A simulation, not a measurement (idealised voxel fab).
process module | voxel capacitor over wiring
cross-section cut | 235 nm wide | cells 5 nm
A cross-section is a grid of square cells, given in bands from the top down. A band is one or more rows of cells.
Each band's line starts with the height of the band's top and of its bottom, in nm. Then come its materials from left to right, each with its width in nm. One material with "throughout" fills the band from edge to edge. "air" is empty space.
Height 0 is the level under which the wafer as received is all one material. The lowest band goes on downwards, as in "0 down".
A width such as "30 to 40" changes by the same amount from each row of cells to the next, from the band's top row to its bottom row.
"no change" after a step means that no cell of the cross-section changed.
closed voids: empty space of 8 cells or more with no open way to the top, each as width x height at its distance from the left edge, in nm
after a step's settings: what the simulator itself notes on the step
overlay nm, on a step with a mask: how far to the right of its planned place the mask lay; to the left if negative
plan
1 op RECEIVE | material Si
2 op CONFORMAL_DEP | material SiO2 | thk nm 15
3 op DIRECTIONAL_DEP | material TiN | thk nm 5
4 op DIRECTIONAL_DEP | material W | thk nm 20
5 op DIRECTIONAL_DEP | material aC | thk nm 15
6 op PATTERN | tone cover | mask id METAL_1 | material resist | width nm 25 | pitch nm 85 | thk nm 35 | overlay nm 0
7 op DIRECTIONAL_ETCH | etch materials aC | depth nm 15
8 op STRIP | etch materials resist
9 op DIRECTIONAL_ETCH | etch materials W | depth nm 20
10 op DIRECTIONAL_ETCH | etch materials TiN | depth nm 5
11 op STRIP | etch materials aC
12 op FILL_DEP | material SiO2 | thk nm 10
13 op CMP | height nm 40
14 op CONFORMAL_DEP | material SiCN | thk nm 5
15 op DIRECTIONAL_DEP | material lowk | thk nm 15
16 op MASKED_ETCH | tone open | mask id PLUG_1 | width nm 15 | etch materials lowk | depth nm 15 | overlay nm 0
17 op MASKED_ETCH | tone open | mask id PLUG_1 | width nm 15 | etch materials SiCN | depth nm 5 | overlay nm 0
18 op CONFORMAL_DEP | material TiN | thk nm 5
19 op FILL_DEP | material Ru | thk nm 10
20 op CMP | height nm 60
21 op DIRECTIONAL_DEP | material TiN | thk nm 5
22 op DIRECTIONAL_DEP | material SiN | thk nm 5
23 op DIRECTIONAL_DEP | material TiN | thk nm 10
24 op DIRECTIONAL_DEP | material aC | thk nm 10
25 op PATTERN | tone cover | mask id UPPER_PLATE | material resist | width nm 65 | thk nm 25 | overlay nm 0
26 op DIRECTIONAL_ETCH | etch materials aC | depth nm 10
27 op STRIP | etch materials resist
28 op DIRECTIONAL_ETCH | etch materials TiN | depth nm 10
29 op DIRECTIONAL_ETCH | etch materials SiN | depth nm 5
30 op STRIP | etch materials aC
31 op DIRECTIONAL_DEP | material aC | thk nm 10
32 op PATTERN | tone cover | mask id LOWER_PLATE | material resist | width nm 75 | thk nm 30 | overlay nm 0
33 op DIRECTIONAL_ETCH | etch materials aC | depth nm 10
34 op STRIP | etch materials resist
35 op DIRECTIONAL_ETCH | etch materials TiN | depth nm 5
36 op STRIP | etch materials aC
37 op FILL_DEP | material SiO2 | thk nm 15
38 op CMP | height nm 90
39 op PATTERN | tone open | mask id PLUG_2 | material resist | width nm 15 | thk nm 20 | overlay nm 0
40 op DIRECTIONAL_ETCH | etch materials SiO2 | depth nm 10
41 op STRIP | etch materials resist
42 op CONFORMAL_DEP | material TiN | thk nm 5
43 op FILL_DEP | material Cu | thk nm 5
44 op CMP | height nm 90
45 op CONFORMAL_DEP | material SiN | thk nm 5
as received, after step 1
  0 down: Si throughout
  closed voids: none
first wafer at the end, as planned
  95 to 90: SiN throughout
  90 to 85: SiO2 80 | TiN 5 | Cu 5 | TiN 5 | SiO2 140
  85 to 80: SiO2 80 | TiN 15 | SiO2 140
  80 to 70: SiO2 70 | TiN 65 | SiO2 100
  70 to 65: SiO2 70 | SiN 65 | SiO2 100
  65 to 60: SiO2 65 | TiN 75 | SiO2 95
  60 to 45: lowk 70 | TiN 5 | Ru 5 | TiN 5 | lowk 150
  45 to 40: SiCN 70 | TiN 15 | SiCN 150
  40 to 20: SiO2 60 | W 25 | SiO2 60 | W 25 | SiO2 65
  20 to 15: SiO2 60 | TiN 25 | SiO2 60 | TiN 25 | SiO2 65
  15 to 0: SiO2 throughout
  0 down: Si throughout
  closed voids: none
second wafer at the end: like start, like plan, one mistake
  95 to 90: SiN throughout
  90 to 85: SiO2 80 | TiN 5 | Cu 5 | TiN 5 | SiO2 140
  85 to 80: SiO2 80 | TiN 15 | SiO2 140
  80 to 70: SiO2 70 | TiN 65 | SiO2 100
  70 to 65: SiO2 70 | SiN 65 | SiO2 100
  65 to 60: SiO2 65 | TiN 75 | SiO2 95
  60 to 45: lowk 70 | TiN 5 | Ru 5 | TiN 5 | lowk 150
  45 to 40: SiCN 70 | TiN 15 | SiCN 150
  40 to 35: SiO2 throughout
  35 to 15: SiO2 60 | W 25 | SiO2 60 | W 25 | SiO2 65
  15 to 0: SiO2 throughout
  0 down: Si throughout
  closed voids: none
what went wrong: step 3 was left out
at the end the second wafer has, in cells: 10 more of SiO2 | 10 fewer of TiN
